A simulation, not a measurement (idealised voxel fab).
A process module follows: voxel transistor to metal.
Section cut is 235 nm wide and gridded with 5 nm square cells.
How to read a cross-section here: the picture is a grid of square cells, written as bands going from the top down, and any band can span one or more rows of cells.
Band: top and bottom heights (nm) first, top before bottom; then materials from left to right, widths in nm. "full width" marks a sole material filling the band edge to edge. "blank" denotes empty space.
Below 0: as-received wafer, all one material; heights counted from there. Lowest band: no bottom, goes on down, written "top 0, no bottom".
A width given as "30 to 40" starts at the first number in the band's top row and ends at the second number in its bottom row, shifting by an equal amount at every step from row to row.
The designation "stayed the same", where it is given for a processing step, indicates that no cell of the cross-section was altered in the course of that step.
What "Enclosed void entries" gives you is every empty space of 8 cells or more that is cut off from the top. Each appears as width x height at distance, with the distance taken from the left edge and width, height and distance all in nm.
If you see something after the settings on a step's line, that's the simulator's own remark about that step.
What "overlay nm" on a step's line means: if the step has a mask, that mask lay this far to the right of its planned place, or, when the value is negative, to the left.
Intended process steps:
1) RECEIVE (material Si)
2) OXIDIZE (depth nm 5)
3) CONFORMAL_DEP (material SiN; thk nm 15)
4) DIRECTIONAL_DEP (material aC; thk nm 15)
5) PATTERN (tone cover; mask id ACTIVE; material resist; width nm 85; pitch nm 105; thk nm 35; overlay nm 0)
6) DIRECTIONAL_ETCH (etch materials aC; depth nm 15)
7) STRIP (etch materials resist)
8) DIRECTIONAL_ETCH (etch materials SiN; depth nm 15)
9) DIRECTIONAL_ETCH (etch materials SiO2; depth nm 5)
10) DIRECTIONAL_ETCH (etch materials Si; depth nm 30)
11) STRIP (etch materials aC)
12) OXIDIZE (depth nm 5)
13) FILL_DEP (material SiO2; thk nm 15)
14) CMP (height nm 15)
15) SELECTIVE_ETCH (etch materials SiO2; depth nm 10)
16) STRIP (etch materials SiN)
17) SELECTIVE_ETCH (etch materials SiO2; depth nm 5)
18) OXIDIZE (depth nm 5)
19) DIRECTIONAL_DEP (material polySi; thk nm 20)
20) DIRECTIONAL_DEP (material SiCN; thk nm 15)
21) DIRECTIONAL_DEP (material aC; thk nm 10)
22) PATTERN (tone cover; mask id GATE; material resist; width nm 15; pitch nm 105; thk nm 30; overlay nm 0)
23) DIRECTIONAL_ETCH (etch materials aC; depth nm 10)
24) STRIP (etch materials resist)
25) DIRECTIONAL_ETCH (etch materials SiCN; depth nm 25)
26) DIRECTIONAL_ETCH (etch materials polySi; depth nm 30)
27) STRIP (etch materials aC)
28) CONFORMAL_DEP (material SiO2; thk nm 5)
29) DIRECTIONAL_ETCH (etch materials SiO2; depth nm 5)
30) CONFORMAL_DEP (material SiN; thk nm 5)
31) DIRECTIONAL_ETCH (etch materials SiN; depth nm 5)
32) DIRECTIONAL_ETCH (etch materials SiO2; depth nm 5)
33) DIRECTIONAL_ETCH (etch materials Si; depth nm 5)
34) EPI (material SiGe; thk nm 5)
35) FILL_DEP (material SiO2; thk nm 5)
36) CMP (height nm 30)
37) DIRECTIONAL_DEP (material SiO2; thk nm 10)
38) PATTERN (tone open; mask id CONTACT; material resist; width nm 15; thk nm 15; overlay nm 0)
39) DIRECTIONAL_ETCH (etch materials SiO2; depth nm 50)
40) STRIP (etch materials resist)
41) CONFORMAL_DEP (material TiN; thk nm 5)
42) FILL_DEP (material W; thk nm 10)
43) CMP (height nm 40)
44) DIRECTIONAL_DEP (material TiN; thk nm 5)
45) DIRECTIONAL_DEP (material W; thk nm 25)
46) MASKED_ETCH (tone cover; mask id METAL_1; width nm 15; etch materials W; depth nm 25; overlay nm 0)
47) MASKED_ETCH (tone cover; mask id METAL_1; width nm 15; etch materials TiN; depth nm 5; overlay nm 0)
48) FILL_DEP (material SiO2; thk nm 10)
49) CMP (height nm 70)
50) CONFORMAL_DEP (material SiCN; thk nm 5)
51) DIRECTIONAL_DEP (material SiO2; thk nm 30)
52) PATTERN (tone open; mask id METAL_2; material resist; width nm 15; pitch nm 105; thk nm 15; overlay nm 0)
53) DIRECTIONAL_ETCH (etch materials SiO2; depth nm 15)
54) STRIP (etch materials resist)
55) PATTERN (tone open; mask id METAL_2_HOLES; material resist; width nm 15; pitch nm 105; thk nm 20; overlay nm 0)
56) DIRECTIONAL_ETCH (etch materials SiO2; depth nm 15)
57) DIRECTIONAL_ETCH (etch materials SiCN; depth nm 5)
58) STRIP (etch materials resist)
59) CONFORMAL_DEP (material TiN; thk nm 5)
60) FILL_DEP (material Ru; thk nm 5)
61) CMP (height nm 105)
62) CONFORMAL_DEP (material SiCN; thk nm 5)
Here's what the wafer looked like in cross-section when it arrived - that's after step 1:
- top 0, no bottom: Si full width
- Enclosed void entries: none
First wafer of two, sectioned at end of module; run went per plan:
- top 110, bottom 105: SiCN full width
- top 105, bottom 75: SiO2 25 / TiN 5 / Ru 5 / TiN 5 / SiO2 90 / TiN 5 / Ru 5 / TiN 5 / SiO2 90
- top 75, bottom 70: SiCN 25 / TiN 15 / SiCN 90 / TiN 15 / SiCN 90
- top 70, bottom 45: SiO2 25 / W 15 / SiO2 45 / W 15 / SiO2 30 / W 15 / SiO2 45 / W 15 / SiO2 30
- top 45, bottom 40: SiO2 25 / TiN 15 / SiO2 45 / TiN 15 / SiO2 30 / TiN 15 / SiO2 45 / TiN 15 / SiO2 30
- top 40, bottom 30: SiO2 25 / TiN 5 / W 5 / TiN 5 / SiO2 45 / TiN 5 / W 5 / TiN 5 / SiO2 30 / TiN 5 / W 5 / TiN 5 / SiO2 45 / TiN 5 / W 5 / TiN 5 / SiO2 30
- top 30, bottom 15: SiO2 25 / TiN 5 / W 5 / TiN 5 / SiO2 5 / SiN 5 / SiO2 5 / SiCN 15 / SiO2 5 / SiN 5 / SiO2 5 / TiN 5 / W 5 / TiN 5 / SiO2 30 / TiN 5 / W 5 / TiN 5 / SiO2 5 / SiN 5 / SiO2 5 / SiCN 15 / SiO2 5 / SiN 5 / SiO2 5 / TiN 5 / W 5 / TiN 5 / SiO2 30
- top 15, bottom 0: SiO2 25 / TiN 5 / W 5 / TiN 5 / SiO2 5 / SiN 5 / SiO2 5 / polySi 15 / SiO2 5 / SiN 5 / SiO2 5 / TiN 5 / W 5 / TiN 5 / SiO2 30 / TiN 5 / W 5 / TiN 5 / SiO2 5 / SiN 5 / SiO2 5 / polySi 15 / SiO2 5 / SiN 5 / SiO2 5 / TiN 5 / W 5 / TiN 5 / SiO2 30
- top 0, bottom -5: SiO2 20 / SiN 5 / TiN 5 / W 5 / TiN 5 / SiO2 5 / SiN 5 / SiO2 5 / polySi 15 / SiO2 5 / SiN 5 / SiO2 5 / TiN 5 / W 5 / TiN 5 / SiN 5 / SiO2 20 / SiN 5 / TiN 5 / W 5 / TiN 5 / SiO2 5 / SiN 5 / SiO2 5 / polySi 15 / SiO2 5 / SiN 5 / SiO2 5 / TiN 5 / W 5 / TiN 5 / SiN 5 / SiO2 25
- top -5, bottom -10: SiO2 25 / TiN 15 / SiGe 5 / SiO2 35 / SiGe 5 / TiN 15 / SiO2 30 / TiN 15 / SiGe 5 / SiO2 35 / SiGe 5 / TiN 15 / SiO2 30
- top -10, bottom -15: SiO2 25 / SiGe 20 / Si 35 / SiGe 20 / SiO2 30 / SiGe 20 / Si 35 / SiGe 20 / SiO2 30
- top -15, bottom -40: SiO2 25 / Si 75 / SiO2 30 / Si 75 / SiO2 30
- top -40, no bottom: Si full width
- Enclosed void entries: none
Second wafer of the two, sectioned at the end of the module. It began like the first and followed the same plan, but one mistake was made while running it:
- top 110, bottom 105: SiCN full width
- top 105, bottom 75: SiO2 25 / TiN 5 / Ru 5 / TiN 5 / SiO2 90 / TiN 5 / Ru 5 / TiN 5 / SiO2 90
- top 75, bottom 70: SiCN 25 / TiN 15 / SiCN 90 / TiN 15 / SiCN 90
- top 70, bottom 65: SiO2 25 / TiN 15 / SiO2 45 / TiN 15 / SiO2 30 / TiN 15 / SiO2 45 / TiN 15 / SiO2 30
- top 65, bottom 40: W full width
- top 40, bottom 30: SiO2 25 / TiN 5 / W 5 / TiN 5 / SiO2 45 / TiN 5 / W 5 / TiN 5 / SiO2 30 / TiN 5 / W 5 / TiN 5 / SiO2 45 / TiN 5 / W 5 / TiN 5 / SiO2 30
- top 30, bottom 15: SiO2 25 / TiN 5 / W 5 / TiN 5 / SiO2 5 / SiN 5 / SiO2 5 / SiCN 15 / SiO2 5 / SiN 5 / SiO2 5 / TiN 5 / W 5 / TiN 5 / SiO2 30 / TiN 5 / W 5 / TiN 5 / SiO2 5 / SiN 5 / SiO2 5 / SiCN 15 / SiO2 5 / SiN 5 / SiO2 5 / TiN 5 / W 5 / TiN 5 / SiO2 30
- top 15, bottom 0: SiO2 25 / TiN 5 / W 5 / TiN 5 / SiO2 5 / SiN 5 / SiO2 5 / polySi 15 / SiO2 5 / SiN 5 / SiO2 5 / TiN 5 / W 5 / TiN 5 / SiO2 30 / TiN 5 / W 5 / TiN 5 / SiO2 5 / SiN 5 / SiO2 5 / polySi 15 / SiO2 5 / SiN 5 / SiO2 5 / TiN 5 / W 5 / TiN 5 / SiO2 30
- top 0, bottom -5: SiO2 20 / SiN 5 / TiN 5 / W 5 / TiN 5 / SiO2 5 / SiN 5 / SiO2 5 / polySi 15 / SiO2 5 / SiN 5 / SiO2 5 / TiN 5 / W 5 / TiN 5 / SiN 5 / SiO2 20 / SiN 5 / TiN 5 / W 5 / TiN 5 / SiO2 5 / SiN 5 / SiO2 5 / polySi 15 / SiO2 5 / SiN 5 / SiO2 5 / TiN 5 / W 5 / TiN 5 / SiN 5 / SiO2 25
- top -5, bottom -10: SiO2 25 / TiN 15 / SiGe 5 / SiO2 35 / SiGe 5 / TiN 15 / SiO2 30 / TiN 15 / SiGe 5 / SiO2 35 / SiGe 5 / TiN 15 / SiO2 30
- top -10, bottom -15: SiO2 25 / SiGe 20 / Si 35 / SiGe 20 / SiO2 30 / SiGe 20 / Si 35 / SiGe 20 / SiO2 30
- top -15, bottom -40: SiO2 25 / Si 75 / SiO2 30 / Si 75 / SiO2 30
- top -40, no bottom: Si full width
- Enclosed void entries: none
Short version of what went wrong: steps 44 and 45 of the plan were run in the wrong order, each in the other's place
Per the end-of-run cell counts, the second wafer holds more or fewer of some materials than the first: SiO2 -175; W +175
